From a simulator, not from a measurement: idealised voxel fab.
Herein follows the process module entitled voxel capacitor over wiring.
Cross-section cut: width 265 nm, square cells of 5 nm.
Square cells in a grid make up a cross-section in this document, and the grid is given as bands, listed from the top down, each one or more rows of cells. Band: top height; bottom height; in nm. Then, left to right: material with width in nm, for each material. "everywhere": a single material spanning edge to edge. "blank": empty space. Where do heights start? At 0: under that level the wafer as delivered is made of one material only. And the lowest band has no floor; it just carries on downward, as in "top 0, no bottom". Think of "30->40" as a width that walks from the first number to the second as you go down the band, top row to bottom row, taking equal-sized steps from row to row. "identical to before", as given for a step, is the statement that not any cell of the cross-section underwent a change during that step. You'll see "Enclosed void catalog" listing empty spaces that have no way open to the top, as long as they're 8 cells or more; the notation is width x height at distance, where the distance is from the left edge, and all of it is in nm. Anything after a step's settings on that line? It's the simulator's own note about the step. The optional step-line setting "overlay nm" applies to steps with a mask and quantifies how far to the right of its planned location the mask lay, a negative value indicating leftward placement. How should the pairs below be read? Each gives the cross-section before one process step and the cross-section after it, the latter drawn only to the lowest band that changed; the step that lies between them, with its settings, appears under the pair. Does a pair pick up where the pair above left off? Only where its entry headed "Pre-step" says so, since pairs can come from different runs of this module on the same starting wafer.

Pre-step:
- top 0, no bottom | Si everywhere
- Enclosed void catalog: none

After the Step:
- top 10, bottom 0 | SiO2 everywhere
- Below 0, the layers are the same as they were.
- Enclosed void catalog: none
Applied between the two views above: CONFORMAL_DEP: material SiO2, thk nm 10

Pre-step: cross-section not repeated; it is the one shown after the step in the pair just above.

After the Step:
- top 15, bottom 10 | TiN everywhere
- Below 10, the layers are the same as they were.
- Enclosed void catalog: none
Applied between the two views above: DIRECTIONAL_DEP: material TiN, thk nm 5

Pre-step: cross-section not repeated; it is the one shown after the step in the pair just above.

After the Step:
- top 30, bottom 15 | Ru everywhere
- Below 15, the layers are the same as they were.
- Enclosed void catalog: none
Applied between the two views above: DIRECTIONAL_DEP: material Ru, thk nm 15

Pre-step: cross-section not repeated; it is the one shown after the step in the pair just above.

After the Step:
- top 45, bottom 30 | blank 65 | resist 30 | blank 70 | resist 30 | blank 70
- Below 30, the layers are the same as they were.
- Enclosed void catalog: none
Applied between the two views above: PATTERN: tone cover, mask id METAL_1, material resist, width nm 30, pitch nm 100, thk nm 15, overlay nm 0

Pre-step: cross-section not repeated; it is the one shown after the step in the pair just above.

After the Step:
- top 45, bottom 30 | blank 65 | resist 30 | blank 70 | resist 30 | blank 70
- top 30, bottom 15 | blank 65 | Ru 30 | blank 70 | Ru 30 | blank 70
- Below 15, the layers are the same as they were.
- Enclosed void catalog: none
Applied between the two views above: DIRECTIONAL_ETCH: etch materials Ru, depth nm 15

Pre-step: cross-section not repeated; it is the one shown after the step in the pair just above.

After the Step:
- top 45, bottom 30 | blank 65 | resist 30 | blank 70 | resist 30 | blank 70
- top 30, bottom 15 | blank 65 | Ru 30 | blank 70 | Ru 30 | blank 70
- top 15, bottom 10 | blank 65 | TiN 30 | blank 70 | TiN 30 | blank 70
- Below 10, the layers are the same as they were.
- Enclosed void catalog: none
Applied between the two views above: DIRECTIONAL_ETCH: etch materials TiN, depth nm 5

Pre-step: cross-section not repeated; it is the one shown after the step in the pair just above.

After the Step:
- top 30, bottom 15 | blank 65 | Ru 30 | blank 70 | Ru 30 | blank 70
- Below 15, the layers are the same as they were.
- Enclosed void catalog: none
Applied between the two views above: STRIP: etch materials resist

Pre-step: cross-section not repeated; it is the one shown after the step in the pair just above.

After the Step:
- top 40, bottom 30 | SiO2 everywhere
- top 30, bottom 15 | SiO2 65 | Ru 30 | SiO2 70 | Ru 30 | SiO2 70
- top 15, bottom 10 | SiO2 65 | TiN 30 | SiO2 70 | TiN 30 | SiO2 70
- Below 10, the layers are the same as they were.
- Enclosed void catalog: none
Applied between the two views above: FILL_DEP: material SiO2, thk nm 10

Pre-step: cross-section not repeated; it is the one shown after the step in the pair just above.

After the Step:
- top 30, bottom 15 | SiO2 65 | Ru 30 | SiO2 70 | Ru 30 | SiO2 70
- Below 15, the layers are the same as they were.
- Enclosed void catalog: none
Applied between the two views above: CMP: height nm 30

Pre-step: cross-section not repeated; it is the one shown after the step in the pair just above.

After the Step:
- top 35, bottom 30 | SiCN everywhere
- Below 30, the layers are the same as they were.
- Enclosed void catalog: none
Applied between the two views above: CONFORMAL_DEP: material SiCN, thk nm 5

Pre-step: cross-section not repeated; it is the one shown after the step in the pair just above.

After the Step:
- top 55, bottom 35 | SiO2 everywhere
- Below 35, the layers are the same as they were.
- Enclosed void catalog: none
Applied between the two views above: DIRECTIONAL_DEP: material SiO2, thk nm 20

Pre-step: cross-section not repeated; it is the one shown after the step in the pair just above.

After the Step:
- top 75, bottom 55 | resist 80 | blank 15 | resist 170
- Below 55, the layers are the same as they were.
- Enclosed void catalog: none
Applied between the two views above: PATTERN: tone open, mask id PLUG_1, material resist, width nm 15, thk nm 20, overlay nm 0

Pre-step: cross-section not repeated; it is the one shown after the step in the pair just above.

After the Step:
- top 75, bottom 55 | resist 80 | blank 15 | resist 170
- top 55, bottom 35 | SiO2 80 | blank 15 | SiO2 170
- Below 35, the layers are the same as they were.
- Enclosed void catalog: none
Applied between the two views above: DIRECTIONAL_ETCH: etch materials SiO2, depth nm 20

Pre-step: cross-section not repeated; it is the one shown after the step in the pair just above.

After the Step:
- top 75, bottom 55 | resist 80 | blank 15 | resist 170
- top 55, bottom 35 | SiO2 80 | blank 15 | SiO2 170
- top 35, bottom 30 | SiCN 80 | blank 15 | SiCN 170
- Below 30, the layers are the same as they were.
- Enclosed void catalog: none
Applied between the two views above: DIRECTIONAL_ETCH: etch materials SiCN, depth nm 5

Pre-step: cross-section not repeated; it is the one shown after the step in the pair just above.

After the Step:
- top 55, bottom 35 | SiO2 80 | blank 15 | SiO2 170
- Below 35, the layers are the same as they were.
- Enclosed void catalog: none
Applied between the two views above: STRIP: etch materials resist

Pre-step: cross-section not repeated; it is the one shown after the step in the pair just above.

After the Step:
- top 60, bottom 55 | TiN 85 | blank 5 | TiN 175
- top 55, bottom 35 | SiO2 80 | TiN 5 | blank 5 | TiN 5 | SiO2 170
- top 35, bottom 30 | SiCN 80 | TiN 15 | SiCN 170
- Below 30, the layers are the same as they were.
- Enclosed void catalog: none
Applied between the two views above: CONFORMAL_DEP: material TiN, thk nm 5

Pre-step: cross-section not repeated; it is the one shown after the step in the pair just above.

After the Step:
- top 65, bottom 60 | W everywhere
- top 60, bottom 55 | TiN 85 | W 5 | TiN 175
- top 55, bottom 35 | SiO2 80 | TiN 5 | W 5 | TiN 5 | SiO2 170
- Below 35, the layers are the same as they were.
- Enclosed void catalog: none
Applied between the two views above: FILL_DEP: material W, thk nm 5

Pre-step: cross-section not repeated; it is the one shown after the step in the pair just above.

After the Step:
- top 55, bottom 35 | SiO2 80 | TiN 5 | W 5 | TiN 5 | SiO2 170
- Below 35, the layers are the same as they were.
- Enclosed void catalog: none
Applied between the two views above: CMP: height nm 55

Pre-step: cross-section not repeated; it is the one shown after the step in the pair just above.

After the Step:
- top 65, bottom 55 | TiN everywhere
- Below 55, the layers are the same as they were.
- Enclosed void catalog: none
Applied between the two views above: DIRECTIONAL_DEP: material TiN, thk nm 10

Pre-step: cross-section not repeated; it is the one shown after the step in the pair just above.

After the Step:
- top 70, bottom 65 | SiN everywhere
- Below 65, the layers are the same as they were.
- Enclosed void catalog: none
Applied between the two views above: DIRECTIONAL_DEP: material SiN, thk nm 5

Pre-step: cross-section not repeated; it is the one shown after the step in the pair just above.

After the Step:
- top 75, bottom 70 | TiN everywhere
- Below 70, the layers are the same as they were.
- Enclosed void catalog: none
Applied between the two views above: DIRECTIONAL_DEP: material TiN, thk nm 5

Pre-step: cross-section not repeated; it is the one shown after the step in the pair just above.

After the Step:
- top 85, bottom 75 | aC everywhere
- Below 75, the layers are the same as they were.
- Enclosed void catalog: none
Applied between the two views above: DIRECTIONAL_DEP: material aC, thk nm 10

Pre-step: cross-section not repeated; it is the one shown after the step in the pair just above.

After the Step:
- top 115, bottom 85 | blank 80 | resist 75 | blank 110
- Below 85, the layers are the same as they were.
- Enclosed void catalog: none
Applied between the two views above: PATTERN: tone cover, mask id UPPER_PLATE, material resist, width nm 75, thk nm 30, overlay nm 0

Pre-step: cross-section not repeated; it is the one shown after the step in the pair just above.

After the Step:
- top 105, bottom 85 | blank 80 | resist 75 | blank 110
- top 85, bottom 75 | blank 80 | aC 75 | blank 110
- Below 75, the layers are the same as they were.
- Enclosed void catalog: none
Applied between the two views above: DIRECTIONAL_ETCH: etch materials aC, depth nm 10

Pre-step: cross-section not repeated; it is the one shown after the step in the pair just above.

After the Step:
- top 85, bottom 75 | blank 80 | aC 75 | blank 110
- Below 75, the layers are the same as they were.
- Enclosed void catalog: none
Applied between the two views above: STRIP: etch materials resist

Pre-step: cross-section not repeated; it is the one shown after the step in the pair just above.

After the Step:
- top 85, bottom 75 | blank 80 | aC 75 | blank 110
- top 75, bottom 70 | blank 80 | TiN 75 | blank 110
- Below 70, the layers are the same as they were.
- Enclosed void catalog: none
Applied between the two views above: DIRECTIONAL_ETCH: etch materials TiN, depth nm 5

Pre-step: cross-section not repeated; it is the one shown after the step in the pair just above.

After the Step:
- top 85, bottom 75 | blank 80 | aC 75 | blank 110
- top 75, bottom 70 | blank 80 | TiN 75 | blank 110
- top 70, bottom 65 | blank 80 | SiN 75 | blank 110
- Below 65, the layers are the same as they were.
- Enclosed void catalog: none
Applied between the two views above: DIRECTIONAL_ETCH: etch materials SiN, depth nm 5

Pre-step: cross-section not repeated; it is the one shown after the step in the pair just above.

After the Step:
- top 75, bottom 70 | blank 80 | TiN 75 | blank 110
- Below 70, the layers are the same as they were.
- Enclosed void catalog: none
Applied between the two views above: STRIP: etch materials aC

Pre-step: cross-section not repeated; it is the one shown after the step in the pair just above.

After the Step:
- top 90, bottom 80 | blank 80 | aC 75 | blank 110
- top 80, bottom 75 | aC everywhere
- top 75, bottom 70 | aC 80 | TiN 75 | aC 110
- top 70, bottom 65 | aC 80 | SiN 75 | aC 110
- Below 65, the layers are the same as they were.
- Enclosed void catalog: none
Applied between the two views above: DIRECTIONAL_DEP: material aC, thk nm 15

Pre-step: cross-section not repeated; it is the one shown after the step in the pair just above.

After the Step:
- top 120, bottom 90 | blank 75 | resist 85 | blank 105
- top 90, bottom 80 | blank 75 | resist 5 | aC 75 | resist 5 | blank 105
- Below 80, the layers are the same as they were.
- Enclosed void catalog: none
Applied between the two views above: PATTERN: tone cover, mask id LOWER_PLATE, material resist, width nm 85, thk nm 30, overlay nm 0

Pre-step: cross-section not repeated; it is the one shown after the step in the pair just above.

After the Step:
- top 105, bottom 90 | blank 75 | resist 85 | blank 105
- top 90, bottom 80 | blank 75 | resist 5 | aC 75 | resist 5 | blank 105
- top 80, bottom 75 | blank 75 | aC 85 | blank 105
- top 75, bottom 70 | blank 75 | aC 5 | TiN 75 | aC 5 | blank 105
- top 70, bottom 65 | blank 75 | aC 5 | SiN 75 | aC 5 | blank 105
- Below 65, the layers are the same as they were.
- Enclosed void catalog: none
Applied between the two views above: DIRECTIONAL_ETCH: etch materials aC, depth nm 15

Pre-step: cross-section not repeated; it is the one shown after the step in the pair just above.

After the Step:
- top 90, bottom 80 | blank 80 | aC 75 | blank 110
- Below 80, the layers are the same as they were.
- Enclosed void catalog: none
Applied between the two views above: STRIP: etch materials resist

Pre-step: cross-section not repeated; it is the one shown after the step in the pair just above.

After the Step:
- top 90, bottom 80 | blank 80 | aC 75 | blank 110
- top 80, bottom 75 | blank 75 | aC 85 | blank 105
- top 75, bottom 70 | blank 75 | aC 5 | TiN 75 | aC 5 | blank 105
- top 70, bottom 65 | blank 75 | aC 5 | SiN 75 | aC 5 | blank 105
- top 65, bottom 55 | blank 75 | TiN 85 | blank 105
- Below 55, the layers are the same as they were.
- Enclosed void catalog: none
Applied between the two views above: DIRECTIONAL_ETCH: etch materials TiN, depth nm 10

Pre-step: cross-section not repeated; it is the one shown after the step in the pair just above.

After the Step:
- top 75, bottom 70 | blank 80 | TiN 75 | blank 110
- top 70, bottom 65 | blank 80 | SiN 75 | blank 110
- Below 65, the layers are the same as they were.
- Enclosed void catalog: none
Applied between the two views above: STRIP: etch materials aC

Pre-step: cross-section not repeated; it is the one shown after the step in the pair just above.

After the Step:
- top 90, bottom 75 | SiO2 everywhere
- top 75, bottom 70 | SiO2 80 | TiN 75 | SiO2 110
- top 70, bottom 65 | SiO2 80 | SiN 75 | SiO2 110
- top 65, bottom 55 | SiO2 75 | TiN 85 | SiO2 105
- Below 55, the layers are the same as they were.
- Enclosed void catalog: none
Applied between the two views above: FILL_DEP: material SiO2, thk nm 15

Pre-step: cross-section not repeated; it is the one shown after the step in the pair just above.

After the Step:
- top 85, bottom 75 | SiO2 everywhere
- Below 75, the layers are the same as they were.
- Enclosed void catalog: none
Applied between the two views above: CMP: height nm 85

Pre-step: cross-section not repeated; it is the one shown after the step in the pair just above.

After the Step:
- top 100, bottom 85 | aC everywhere
- Below 85, the layers are the same as they were.
- Enclosed void catalog: none
Applied between the two views above: DIRECTIONAL_DEP: material aC, thk nm 15

Pre-step: cross-section not repeated; it is the one shown after the step in the pair just above.

After the Step:
- top 130, bottom 100 | resist 90 | blank 15 | resist 160
- Below 100, the layers are the same as they were.
- Enclosed void catalog: none
Applied between the two views above: PATTERN: tone open, mask id PLUG_2, material resist, width nm 15, thk nm 30, overlay nm 0

Pre-step: cross-section not repeated; it is the one shown after the step in the pair just above.

After the Step:
- top 115, bottom 100 | resist 90 | blank 15 | resist 160
- top 100, bottom 85 | aC 90 | blank 15 | aC 160
- Below 85, the layers are the same as they were.
- Enclosed void catalog: none
Applied between the two views above: DIRECTIONAL_ETCH: etch materials aC, depth nm 15

Pre-step: cross-section not repeated; it is the one shown after the step in the pair just above.

After the Step:
- top 100, bottom 85 | aC 90 | blank 15 | aC 160
- Below 85, the layers are the same as they were.
- Enclosed void catalog: none
Applied between the two views above: STRIP: etch materials resist

Pre-step: cross-section not repeated; it is the one shown after the step in the pair just above.

After the Step:
- top 100, bottom 85 | aC 90 | blank 15 | aC 160
- top 85, bottom 75 | SiO2 90 | blank 15 | SiO2 160
- Below 75, the layers are the same as they were.
- Enclosed void catalog: none
Applied between the two views above: DIRECTIONAL_ETCH: etch materials SiO2, depth nm 10

Pre-step: cross-section not repeated; it is the one shown after the step in the pair just above.

After the Step:
- top 85, bottom 75 | SiO2 90 | blank 15 | SiO2 160
- Below 75, the layers are the same as they were.
- Enclosed void catalog: none
Applied between the two views above: STRIP: etch materials aC

Pre-step: cross-section not repeated; it is the one shown after the step in the pair just above.

After the Step:
- top 90, bottom 85 | TiN 95 | blank 5 | TiN 165
- top 85, bottom 80 | SiO2 90 | TiN 5 | blank 5 | TiN 5 | SiO2 160
- top 80, bottom 70 | SiO2 90->80 | TiN 15->75 | SiO2 160->110
- Below 70, the layers are the same as they were.
- Enclosed void catalog: none
Applied between the two views above: CONFORMAL_DEP: material TiN, thk nm 5

Pre-step: cross-section not repeated; it is the one shown after the step in the pair just above.

After the Step:
- top 95, bottom 90 | Cu everywhere
- top 90, bottom 85 | TiN 95 | Cu 5 | TiN 165
- top 85, bottom 80 | SiO2 90 | TiN 5 | Cu 5 | TiN 5 | SiO2 160
- Below 80, the layers are the same as they were.
- Enclosed void catalog: none
Applied between the two views above: FILL_DEP: material Cu, thk nm 5

Pre-step: cross-section not repeated; it is the one shown after the step in the pair just above.

After the Step:
- top 85, bottom 80 | SiO2 90 | TiN 5 | Cu 5 | TiN 5 | SiO2 160
- Below 80, the layers are the same as they were.
- Enclosed void catalog: none
Applied between the two views above: CMP: height nm 85

Pre-step: cross-section not repeated; it is the one shown after the step in the pair just above.

After the Step:
- top 90, bottom 85 | SiN everywhere
- Below 85, the layers are the same as they were.
- Enclosed void catalog: none
Applied between the two views above: CONFORMAL_DEP: material SiN, thk nm 5

Pre-step:
- top 70, bottom 65 | SiN everywhere
- top 65, bottom 55 | TiN everywhere
- top 55, bottom 35 | SiO2 80 | TiN 5 | W 5 | TiN 5 | SiO2 170
- top 35, bottom 30 | SiCN 80 | TiN 15 | SiCN 170
- top 30, bottom 15 | SiO2 65 | Ru 30 | SiO2 70 | Ru 30 | SiO2 70
- top 15, bottom 10 | SiO2 65 | TiN 30 | SiO2 70 | TiN 30 | SiO2 70
- top 10, bottom 0 | SiO2 everywhere
- top 0, no bottom | Si everywhere
- Enclosed void catalog: none

After the Step:
- top 80, bottom 70 | aC everywhere
- Below 70, the layers are the same as they were.
- Enclosed void catalog: none
Applied between the two views above: DIRECTIONAL_DEP: material aC, thk nm 10

Pre-step: cross-section not repeated; it is the one shown after the step in the pair just above.

After the Step:
- top 110, bottom 80 | blank 80 | resist 75 | blank 110
- Below 80, the layers are the same as they were.
- Enclosed void catalog: none
Applied between the two views above: PATTERN: tone cover, mask id UPPER_PLATE, material resist, width nm 75, thk nm 30, overlay nm 0

Pre-step: cross-section not repeated; it is the one shown after the step in the pair just above.

After the Step:
- top 100, bottom 80 | blank 80 | resist 75 | blank 110
- top 80, bottom 70 | blank 80 | aC 75 | blank 110
- Below 70, the layers are the same as they were.
- Enclosed void catalog: none
Applied between the two views above: DIRECTIONAL_ETCH: etch materials aC, depth nm 10

Pre-step: cross-section not repeated; it is the one shown after the step in the pair just above.

After the Step:
- top 80, bottom 70 | blank 80 | aC 75 | blank 110
- Below 70, the layers are the same as they were.
- Enclosed void catalog: none
Applied between the two views above: STRIP: etch materials resist

Pre-step: cross-section not repeated; it is the one shown after the step in the pair just above.

After the Step:
- top 80, bottom 70 | blank 80 | aC 75 | blank 110
- top 70, bottom 65 | blank 80 | SiN 75 | blank 110
- Below 65, the layers are the same as they were.
- Enclosed void catalog: none
Applied between the two views above: DIRECTIONAL_ETCH: etch materials SiN, depth nm 5

Pre-step: cross-section not repeated; it is the one shown after the step in the pair just above.

After the Step:
- top 70, bottom 65 | blank 80 | SiN 75 | blank 110
- Below 65, the layers are the same as they were.
- Enclosed void catalog: none
Applied between the two views above: STRIP: etch materials aC

Pre-step: cross-section not repeated; it is the one shown after the step in the pair just above.

After the Step:
- top 85, bottom 80 | blank 80 | aC 75 | blank 110
- top 80, bottom 70 | aC everywhere
- top 70, bottom 65 | aC 80 | SiN 75 | aC 110
- Below 65, the layers are the same as they were.
- Enclosed void catalog: none
Applied between the two views above: DIRECTIONAL_DEP: material aC, thk nm 15

Pre-step: cross-section not repeated; it is the one shown after the step in the pair just above.

After the Step:
- top 115, bottom 85 | blank 75 | resist 85 | blank 105
- top 85, bottom 80 | blank 75 | resist 5 | aC 75 | resist 5 | blank 105
- Below 80, the layers are the same as they were.
- Enclosed void catalog: none
Applied between the two views above: PATTERN: tone cover, mask id LOWER_PLATE, material resist, width nm 85, thk nm 30, overlay nm 0

Pre-step: cross-section not repeated; it is the one shown after the step in the pair just above.

After the Step:
- top 100, bottom 85 | blank 75 | resist 85 | blank 105
- top 85, bottom 80 | blank 75 | resist 5 | aC 75 | resist 5 | blank 105
- top 80, bottom 70 | blank 75 | aC 85 | blank 105
- top 70, bottom 65 | blank 75 | aC 5 | SiN 75 | aC 5 | blank 105
- Below 65, the layers are the same as they were.
- Enclosed void catalog: none
Applied between the two views above: DIRECTIONAL_ETCH: etch materials aC, depth nm 15

Pre-step: cross-section not repeated; it is the one shown after the step in the pair just above.

After the Step:
- top 85, bottom 80 | blank 80 | aC 75 | blank 110
- Below 80, the layers are the same as they were.
- Enclosed void catalog: none
Applied between the two views above: STRIP: etch materials resist

Pre-step: cross-section not repeated; it is the one shown after the step in the pair just above.

After the Step:
- top 85, bottom 80 | blank 80 | aC 75 | blank 110
- top 80, bottom 70 | blank 75 | aC 85 | blank 105
- top 70, bottom 65 | blank 75 | aC 5 | SiN 75 | aC 5 | blank 105
- top 65, bottom 55 | blank 75 | TiN 85 | blank 105
- Below 55, the layers are the same as they were.
- Enclosed void catalog: none
Applied between the two views above: DIRECTIONAL_ETCH: etch materials TiN, depth nm 10

Pre-step: cross-section not repeated; it is the one shown after the step in the pair just above.

After the Step:
- top 70, bottom 65 | blank 80 | SiN 75 | blank 110
- Below 65, the layers are the same as they were.
- Enclosed void catalog: none
Applied between the two views above: STRIP: etch materials aC

Pre-step: cross-section not repeated; it is the one shown after the step in the pair just above.

After the Step:
- top 85, bottom 70 | SiO2 everywhere
- top 70, bottom 65 | SiO2 80 | SiN 75 | SiO2 110
- top 65, bottom 55 | SiO2 75 | TiN 85 | SiO2 105
- Below 55, the layers are the same as they were.
- Enclosed void catalog: none
Applied between the two views above: FILL_DEP: material SiO2, thk nm 15

Pre-step: cross-section not repeated; it is the one shown after the step in the pair just above.

After the Step:
- top 100, bottom 85 | aC everywhere
- Below 85, the layers are the same as they were.
- Enclosed void catalog: none
Applied between the two views above: DIRECTIONAL_DEP: material aC, thk nm 15

Pre-step: cross-section not repeated; it is the one shown after the step in the pair just above.

After the Step:
- top 130, bottom 100 | resist 90 | blank 15 | resist 160
- Below 100, the layers are the same as they were.
- Enclosed void catalog: none
Applied between the two views above: PATTERN: tone open, mask id PLUG_2, material resist, width nm 15, thk nm 30, overlay nm 0

Pre-step: cross-section not repeated; it is the one shown after the step in the pair just above.

After the Step:
- top 115, bottom 100 | resist 90 | blank 15 | resist 160
- top 100, bottom 85 | aC 90 | blank 15 | aC 160
- Below 85, the layers are the same as they were.
- Enclosed void catalog: none
Applied between the two views above: DIRECTIONAL_ETCH: etch materials aC, depth nm 15

Pre-step: cross-section not repeated; it is the one shown after the step in the pair just above.

After the Step:
- top 100, bottom 85 | aC 90 | blank 15 | aC 160
- Below 85, the layers are the same as they were.
- Enclosed void catalog: none
Applied between the two views above: STRIP: etch materials resist

Pre-step: cross-section not repeated; it is the one shown after the step in the pair just above.

After the Step:
- top 100, bottom 85 | aC 90 | blank 15 | aC 160
- top 85, bottom 75 | SiO2 90 | blank 15 | SiO2 160
- Below 75, the layers are the same as they were.
- Enclosed void catalog: none
Applied between the two views above: DIRECTIONAL_ETCH: etch materials SiO2, depth nm 10

Pre-step: cross-section not repeated; it is the one shown after the step in the pair just above.

After the Step:
- top 85, bottom 75 | SiO2 90 | blank 15 | SiO2 160
- Below 75, the layers are the same as they were.
- Enclosed void catalog: none
Applied between the two views above: STRIP: etch materials aC

Pre-step: cross-section not repeated; it is the one shown after the step in the pair just above.

After the Step:
- top 90, bottom 85 | TiN 95 | blank 5 | TiN 165
- top 85, bottom 80 | SiO2 90 | TiN 5 | blank 5 | TiN 5 | SiO2 160
- top 80, bottom 75 | SiO2 90 | TiN 15 | SiO2 160
- Below 75, the layers are the same as they were.
- Enclosed void catalog: none
Applied between the two views above: CONFORMAL_DEP: material TiN, thk nm 5

Pre-step: cross-section not repeated; it is the one shown after the step in the pair just above.

After the Step:
- top 95, bottom 90 | Cu everywhere
- top 90, bottom 85 | TiN 95 | Cu 5 | TiN 165
- top 85, bottom 80 | SiO2 90 | TiN 5 | Cu 5 | TiN 5 | SiO2 160
- Below 80, the layers are the same as they were.
- Enclosed void catalog: none
Applied between the two views above: FILL_DEP: material Cu, thk nm 5

Pre-step: cross-section not repeated; it is the one shown after the step in the pair just above.

After the Step:
- top 85, bottom 80 | SiO2 90 | TiN 5 | Cu 5 | TiN 5 | SiO2 160
- Below 80, the layers are the same as they were.
- Enclosed void catalog: none
Applied between the two views above: CMP: height nm 85

Pre-step: cross-section not repeated; it is the one shown after the step in the pair just above.

After the Step:
- top 90, bottom 85 | SiN everywhere
- Below 85, the layers are the same as they were.
- Enclosed void catalog: none
Applied between the two views above: CONFORMAL_DEP: material SiN, thk nm 5

Pre-step:
- top 95, bottom 90 | Cu everywhere
- top 90, bottom 85 | TiN 95 | Cu 5 | TiN 165
- top 85, bottom 80 | SiO2 90 | TiN 5 | Cu 5 | TiN 5 | SiO2 160
- top 80, bottom 70 | SiO2 90->80 | TiN 15->75 | SiO2 160->110
- top 70, bottom 65 | SiO2 80 | SiN 75 | SiO2 110
- top 65, bottom 55 | SiO2 75 | TiN 85 | SiO2 105
- top 55, bottom 35 | SiO2 80 | TiN 5 | W 5 | TiN 5 | SiO2 170
- top 35, bottom 30 | SiCN 80 | TiN 15 | SiCN 170
- top 30, bottom 15 | SiO2 65 | Ru 30 | SiO2 70 | Ru 30 | SiO2 70
- top 15, bottom 10 | SiO2 65 | TiN 30 | SiO2 70 | TiN 30 | SiO2 70
- top 10, bottom 0 | SiO2 everywhere
- top 0, no bottom | Si everywhere
- Enclosed void catalog: none

After the Step:
- top 100, bottom 90 | Cu everywhere
- Below 90, the layers are the same as they were.
- Enclosed void catalog: none
Applied between the two views above: FILL_DEP: material Cu, thk nm 5

Pre-step: cross-section not repeated; it is the one shown after the step in the pair just above.

After the Step:
- top 85, bottom 80 | SiO2 90 | TiN 5 | Cu 5 | TiN 5 | SiO2 160
- Below 80, the layers are the same as they were.
- Enclosed void catalog: none
Applied between the two views above: CMP: height nm 85

Pre-step:
- top 30, bottom 15 | SiO2 65 | Ru 30 | SiO2 70 | Ru 30 | SiO2 70
- top 15, bottom 10 | SiO2 65 | TiN 30 | SiO2 70 | TiN 30 | SiO2 70
- top 10, bottom 0 | SiO2 everywhere
- top 0, no bottom | Si everywhere
- Enclosed void catalog: none

After the Step:
- top 50, bottom 30 | SiO2 everywhere
- Below 30, the layers are the same as they were.
- Enclosed void catalog: none
Applied between the two views above: DIRECTIONAL_DEP: material SiO2, thk nm 20

Pre-step: cross-section not repeated; it is the one shown after the step in the pair just above.

After the Step:
- top 55, bottom 50 | SiCN everywhere
- Below 50, the layers are the same as they were.
- Enclosed void catalog: none
Applied between the two views above: CONFORMAL_DEP: material SiCN, thk nm 5

Pre-step: cross-section not repeated; it is the one shown after the step in the pair just above.

After the Step:
- top 75, bottom 55 | resist 80 | blank 15 | resist 170
- Below 55, the layers are the same as they were.
- Enclosed void catalog: none
Applied between the two views above: PATTERN: tone open, mask id PLUG_1, material resist, width nm 15, thk nm 20, overlay nm 0

Pre-step: cross-section not repeated; it is the one shown after the step in the pair just above.

After the Step:
- top 75, bottom 55 | resist 80 | blank 15 | resist 170
- top 55, bottom 50 | SiCN 80 | blank 15 | SiCN 170
- Below 50, the layers are the same as they were.
- Enclosed void catalog: none
Applied between the two views above: DIRECTIONAL_ETCH: etch materials SiCN, depth nm 5

Pre-step: cross-section not repeated; it is the one shown after the step in the pair just above.

After the Step:
- top 55, bottom 50 | SiCN 80 | blank 15 | SiCN 170
- Below 50, the layers are the same as they were.
- Enclosed void catalog: none
Applied between the two views above: STRIP: etch materials resist

Pre-step: cross-section not repeated; it is the one shown after the step in the pair just above.

After the Step:
- top 60, bottom 55 | TiN 85 | blank 5 | TiN 175
- top 55, bottom 50 | SiCN 80 | TiN 15 | SiCN 170
- Below 50, the layers are the same as they were.
- Enclosed void catalog: none
Applied between the two views above: CONFORMAL_DEP: material TiN, thk nm 5

Pre-step: cross-section not repeated; it is the one shown after the step in the pair just above.

After the Step:
- top 65, bottom 60 | W everywhere
- top 60, bottom 55 | TiN 85 | W 5 | TiN 175
- Below 55, the layers are the same as they were.
- Enclosed void catalog: none
Applied between the two views above: FILL_DEP: material W, thk nm 5

Pre-step: cross-section not repeated; it is the one shown after the step in the pair just above.

After the Step:
- top 55, bottom 50 | SiCN 80 | TiN 15 | SiCN 170
- Below 50, the layers are the same as they were.
- Enclosed void catalog: none
Applied between the two views above: CMP: height nm 55

Pre-step: cross-section not repeated; it is the one shown after the step in the pair just above.

After the Step:
- top 65, bottom 55 | TiN everywhere
- Below 55, the layers are the same as they were.
- Enclosed void catalog: none
Applied between the two views above: DIRECTIONAL_DEP: material TiN, thk nm 10

Pre-step: cross-section not repeated; it is the one shown after the step in the pair just above.

After the Step:
- top 70, bottom 65 | SiN everywhere
- Below 65, the layers are the same as they were.
- Enclosed void catalog: none
Applied between the two views above: DIRECTIONAL_DEP: material SiN, thk nm 5

Pre-step: cross-section not repeated; it is the one shown after the step in the pair just above.

After the Step:
- top 75, bottom 70 | TiN everywhere
- Below 70, the layers are the same as they were.
- Enclosed void catalog: none
Applied between the two views above: DIRECTIONAL_DEP: material TiN, thk nm 5

Pre-step: cross-section not repeated; it is the one shown after the step in the pair just above.

After the Step:
- top 85, bottom 75 | aC everywhere
- Below 75, the layers are the same as they were.
- Enclosed void catalog: none
Applied between the two views above: DIRECTIONAL_DEP: material aC, thk nm 10

Pre-step: cross-section not repeated; it is the one shown after the step in the pair just above.

After the Step:
- top 115, bottom 85 | blank 80 | resist 75 | blank 110
- Below 85, the layers are the same as they were.
- Enclosed void catalog: none
Applied between the two views above: PATTERN: tone cover, mask id UPPER_PLATE, material resist, width nm 75, thk nm 30, overlay nm 0

Pre-step: cross-section not repeated; it is the one shown after the step in the pair just above.

After the Step:
- top 105, bottom 85 | blank 80 | resist 75 | blank 110
- top 85, bottom 75 | blank 80 | aC 75 | blank 110
- Below 75, the layers are the same as they were.
- Enclosed void catalog: none
Applied between the two views above: DIRECTIONAL_ETCH: etch materials aC, depth nm 10

Pre-step: cross-section not repeated; it is the one shown after the step in the pair just above.

After the Step:
- top 85, bottom 75 | blank 80 | aC 75 | blank 110
- Below 75, the layers are the same as they were.
- Enclosed void catalog: none
Applied between the two views above: STRIP: etch materials resist

Pre-step: cross-section not repeated; it is the one shown after the step in the pair just above.

After the Step:
- top 85, bottom 75 | blank 80 | aC 75 | blank 110
- top 75, bottom 70 | blank 80 | TiN 75 | blank 110
- Below 70, the layers are the same as they were.
- Enclosed void catalog: none
Applied between the two views above: DIRECTIONAL_ETCH: etch materials TiN, depth nm 5

Pre-step: cross-section not repeated; it is the one shown after the step in the pair just above.

After the Step:
- top 85, bottom 75 | blank 80 | aC 75 | blank 110
- top 75, bottom 70 | blank 80 | TiN 75 | blank 110
- top 70, bottom 65 | blank 80 | SiN 75 | blank 110
- Below 65, the layers are the same as they were.
- Enclosed void catalog: none
Applied between the two views above: DIRECTIONAL_ETCH: etch materials SiN, depth nm 5

Pre-step: cross-section not repeated; it is the one shown after the step in the pair just above.

After the Step:
- top 75, bottom 70 | blank 80 | TiN 75 | blank 110
- Below 70, the layers are the same as they were.
- Enclosed void catalog: none
Applied between the two views above: STRIP: etch materials aC
